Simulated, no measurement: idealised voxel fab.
Process module under the name voxel capacitor over wiring
265 nm wide, 5 nm square cells: that's cross-section cut.
Cross-section format: a grid of square cells, given as bands from top to bottom; each band is one or more rows of cells. Per band: top height and bottom height in nm, followed by the left-to-right materials and their widths in nm; "edge to edge" marks a single material spanning edge to edge, "empty" marks empty space. Heights are measured from 0, the level below which the as-received wafer is all one material; the lowest band has no bottom and continues downward, written as in "0 down". Width spec "30->40" -> top row of cells at first value, bottom row at second value, equal per-row change in between. Any step labelled "no alterations made" changed none of the cells in the cross-section. Entry "Tabulated closed voids". Content: empty spaces with no open connection to the top, size 8 cells or greater. Each: width x height at distance. Distance: from left edge. Unit: nm. If you see something after the settings on a step's line, that's the simulator's own remark about that step. The setting "overlay nm" may be written on the line of a step. When the step uses a mask, the value reports how far to the right of the planned place the mask lay, and a negative value reports that it lay to the left.

Planned process steps:
1,RECEIVE [material Si]
2,CONFORMAL_DEP [material SiO2] [thk nm 10]
3,DIRECTIONAL_DEP [material TiN] [thk nm 5]
4,DIRECTIONAL_DEP [material Ru] [thk nm 15]
5,PATTERN [tone cover] [mask id METAL_1] [material resist] [width nm 30] [pitch nm 100] [thk nm 15] [overlay nm 0]
6,DIRECTIONAL_ETCH [etch materials Ru] [depth nm 15]
7,DIRECTIONAL_ETCH [etch materials TiN] [depth nm 5]
8,STRIP [etch materials resist]
9,FILL_DEP [material SiO2] [thk nm 10]
10,CMP [height nm 30]
11,CONFORMAL_DEP [material SiCN] [thk nm 5]
12,DIRECTIONAL_DEP [material SiO2] [thk nm 20]
13,PATTERN [tone open] [mask id PLUG_1] [material resist] [width nm 15] [thk nm 20] [overlay nm 0]
14,DIRECTIONAL_ETCH [etch materials SiO2] [depth nm 20]
15,DIRECTIONAL_ETCH [etch materials SiCN] [depth nm 5]
16,STRIP [etch materials resist]
17,CONFORMAL_DEP [material TiN] [thk nm 5]
18,FILL_DEP [material W] [thk nm 5]
19,CMP [height nm 55]
20,DIRECTIONAL_DEP [material TiN] [thk nm 10]
21,DIRECTIONAL_DEP [material SiN] [thk nm 5]
22,DIRECTIONAL_DEP [material TiN] [thk nm 5]
23,DIRECTIONAL_DEP [material aC] [thk nm 10]
24,PATTERN [tone cover] [mask id UPPER_PLATE] [material resist] [width nm 75] [thk nm 30] [overlay nm 0]
25,DIRECTIONAL_ETCH [etch materials aC] [depth nm 10]
26,STRIP [etch materials resist]
27,DIRECTIONAL_ETCH [etch materials TiN] [depth nm 5]
28,DIRECTIONAL_ETCH [etch materials SiN] [depth nm 5]
29,STRIP [etch materials aC]
30,DIRECTIONAL_DEP [material aC] [thk nm 15]
31,PATTERN [tone cover] [mask id LOWER_PLATE] [material resist] [width nm 85] [thk nm 30] [overlay nm 0]
32,DIRECTIONAL_ETCH [etch materials aC] [depth nm 15]
33,STRIP [etch materials resist]
34,DIRECTIONAL_ETCH [etch materials TiN] [depth nm 10]
35,STRIP [etch materials aC]
36,FILL_DEP [material SiO2] [thk nm 15]
37,CMP [height nm 85]
38,DIRECTIONAL_DEP [material aC] [thk nm 15]
39,PATTERN [tone open] [mask id PLUG_2] [material resist] [width nm 15] [thk nm 30] [overlay nm 0]
40,DIRECTIONAL_ETCH [etch materials aC] [depth nm 15]
41,STRIP [etch materials resist]
42,DIRECTIONAL_ETCH [etch materials SiO2] [depth nm 10]
43,STRIP [etch materials aC]
44,CONFORMAL_DEP [material TiN] [thk nm 5]
45,FILL_DEP [material Cu] [thk nm 5]
46,CMP [height nm 85]
47,CONFORMAL_DEP [material SiN] [thk nm 5]

The cross-section here shows the wafer as received, i.e. in its state after step 1:
> 0 down | Si edge to edge
> Tabulated closed voids: none

Run as planned - first of the two wafers cross-sectioned at the end of the module:
> 90 to 85 | SiN edge to edge
> 85 to 80 | 90 nm SiO2  5 nm TiN  5 nm Cu  5 nm TiN  160 nm SiO2
> 80 to 70 | 90->80 nm SiO2  15->75 nm TiN  160->110 nm SiO2
> 70 to 65 | 80 nm SiO2  75 nm SiN  110 nm SiO2
> 65 to 55 | 75 nm SiO2  85 nm TiN  105 nm SiO2
> 55 to 35 | 80 nm SiO2  5 nm TiN  5 nm W  5 nm TiN  170 nm SiO2
> 35 to 30 | 80 nm SiCN  15 nm TiN  170 nm SiCN
> 30 to 15 | 65 nm SiO2  30 nm Ru  70 nm SiO2  30 nm Ru  70 nm SiO2
> 15 to 10 | 65 nm SiO2  30 nm TiN  70 nm SiO2  30 nm TiN  70 nm SiO2
> 10 to 0 | SiO2 edge to edge
> 0 down | Si edge to edge
> Tabulated closed voids: none

This cross-section belongs to the second wafer of two at the end of the module; the start and the plan were shared with the first, and the run included one mistake:
> 80 to 75 | SiN edge to edge
> 75 to 70 | 80 nm SiO2  75 nm TiN  110 nm SiO2
> 70 to 65 | 80 nm SiO2  75 nm SiN  110 nm SiO2
> 65 to 55 | 75 nm SiO2  85 nm TiN  105 nm SiO2
> 55 to 35 | 80 nm SiO2  5 nm TiN  5 nm W  5 nm TiN  170 nm SiO2
> 35 to 30 | 80 nm SiCN  15 nm TiN  170 nm SiCN
> 30 to 15 | 65 nm SiO2  30 nm Ru  70 nm SiO2  30 nm Ru  70 nm SiO2
> 15 to 10 | 65 nm SiO2  30 nm TiN  70 nm SiO2  30 nm TiN  70 nm SiO2
> 10 to 0 | SiO2 edge to edge
> 0 down | Si edge to edge
> Tabulated closed voids: none
Diagnosis: the process deviated at step 46: the operation and settings actually run there were CMP [height nm 75]
Final wafer comparison in cells, second versus first, more or fewer per material: 1 fewer of Cu | 100 fewer of SiO2 | 5 fewer of TiN
